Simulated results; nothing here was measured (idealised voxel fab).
Module name: voxel air gaps (process module)
Section cut is 295 nm wide and gridded with 5 nm square cells.
Bands, listed from the top down, are how a cross-section gets written in this document; the cross-section itself is a grid of square cells, and a band is one or more rows of them. Band entry format. Leading values: height of top, height of bottom, nm. Remainder: materials in left-to-right order, each with its width in nm. Special words: "all across" on a single material, which then fills the band edge to edge; "air", empty space. All heights in this document are referenced to 0, defined as the level beneath which the wafer, as received, consists entirely of one material. The lowest band is not bounded below; it extends indefinitely downward and is written in the form "0 -> down". Graded width ("30->40"): value in top row of band = first number; value in bottom row = second number; row-to-row change constant. When a step is marked "no change", none of the cells in the cross-section changed during that step. Voids not open to the top, 8 cells minimum: see "Sealed voids". Written width x height at distance; distance is from the left edge; nm. Where a step's line continues beyond its settings, the continuation is a remark by the simulator itself on that step. Each step line may optionally specify "overlay nm", which for a step with a mask gives the rightward distance between the mask's planned place and where it lay, a negative value indicating the leftward direction.
### Here's what the planned process steps look like
1 RECEIVE [material Si]
2 CONFORMAL_DEP [material SiO2] [thk nm 15]
3 CONFORMAL_DEP [material SiCN] [thk nm 5]
4 DIRECTIONAL_DEP [material lowk] [thk nm 40]
5 MASKED_ETCH [tone open] [mask id LINES] [width nm 20] [pitch nm 50] [etch materials lowk] [depth nm 40] [overlay nm 0]
6 CONFORMAL_DEP [material TiN] [thk nm 5]
7 FILL_DEP [material W] [thk nm 5]
8 CMP [height nm 60]
9 EPI [material Ru] [thk nm 10]
10 SELECTIVE_ETCH [etch materials lowk] [depth nm 50]
11 CONFORMAL_DEP [material SiCN] [thk nm 5]
### Delivered wafer in cross-section: state after step 1
  0 -> down  Si all across
  Sealed voids: none
### As-planned run: cross-section of the first of two wafers at end of module
  75 -> 70  air=45; SiCN=200; air=50
  70 -> 60  air=45; SiCN=5; Ru=40; SiCN=10; Ru=40; SiCN=10; Ru=40; SiCN=10; Ru=40; SiCN=5; air=50
  60 -> 55  air=45; SiCN=15; TiN=5; W=10; TiN=5; SiCN=30; TiN=5; W=10; TiN=5; SiCN=30; TiN=5; W=10; TiN=5; SiCN=30; TiN=5; W=10; TiN=5; SiCN=15; air=50
  55 -> 25  air=55; SiCN=5; TiN=5; W=10; TiN=5; SiCN=5; air=20; SiCN=5; TiN=5; W=10; TiN=5; SiCN=5; air=20; SiCN=5; TiN=5; W=10; TiN=5; SiCN=5; air=20; SiCN=5; TiN=5; W=10; TiN=5; SiCN=5; air=60
  25 -> 20  SiCN=60; TiN=20; SiCN=30; TiN=20; SiCN=30; TiN=20; SiCN=30; TiN=20; SiCN=65
  20 -> 15  SiCN all across
  15 -> 0  SiO2 all across
  0 -> down  Si all across
  Sealed voids: 20 x 30 at 85; 20 x 30 at 135; 20 x 30 at 185
### Presented here is a cross-section of the second of the two wafers as it stood at the end of the module. It was started in the same manner and assigned the same plan as the first wafer; however, one mistake was made in its execution
  75 -> 70  air=40; SiCN=210; air=45
  70 -> 60  air=40; SiCN=5; Ru=200; SiCN=5; air=45
  60 -> 55  air=40; SiCN=15; TiN=5; W=20; TiN=5; lowk=20; TiN=5; W=20; TiN=5; lowk=20; TiN=5; W=20; TiN=5; lowk=20; TiN=5; W=20; TiN=5; SiCN=15; air=45
  55 -> 25  air=50; SiCN=5; TiN=5; W=20; TiN=5; lowk=20; TiN=5; W=20; TiN=5; lowk=20; TiN=5; W=20; TiN=5; lowk=20; TiN=5; W=20; TiN=5; SiCN=5; air=55
  25 -> 20  SiCN=55; TiN=30; lowk=20; TiN=30; lowk=20; TiN=30; lowk=20; TiN=30; SiCN=60
  20 -> 15  SiCN all across
  15 -> 0  SiO2 all across
  0 -> down  Si all across
  Sealed voids: none
Finding, execution versus plan: rather than as planned, step 5 actually ran as MASKED_ETCH [tone open] [mask id LINES] [width nm 30] [pitch nm 50] [etch materials lowk] [depth nm 40] [overlay nm 0]
Per the end-of-run cell counts, the second wafer holds more or fewer of some materials than the first: Ru +16 | SiCN -84 | TiN +8 | W +56 | lowk +96
Closed voids, final: 3 / 0 (first wafer / second wafer).
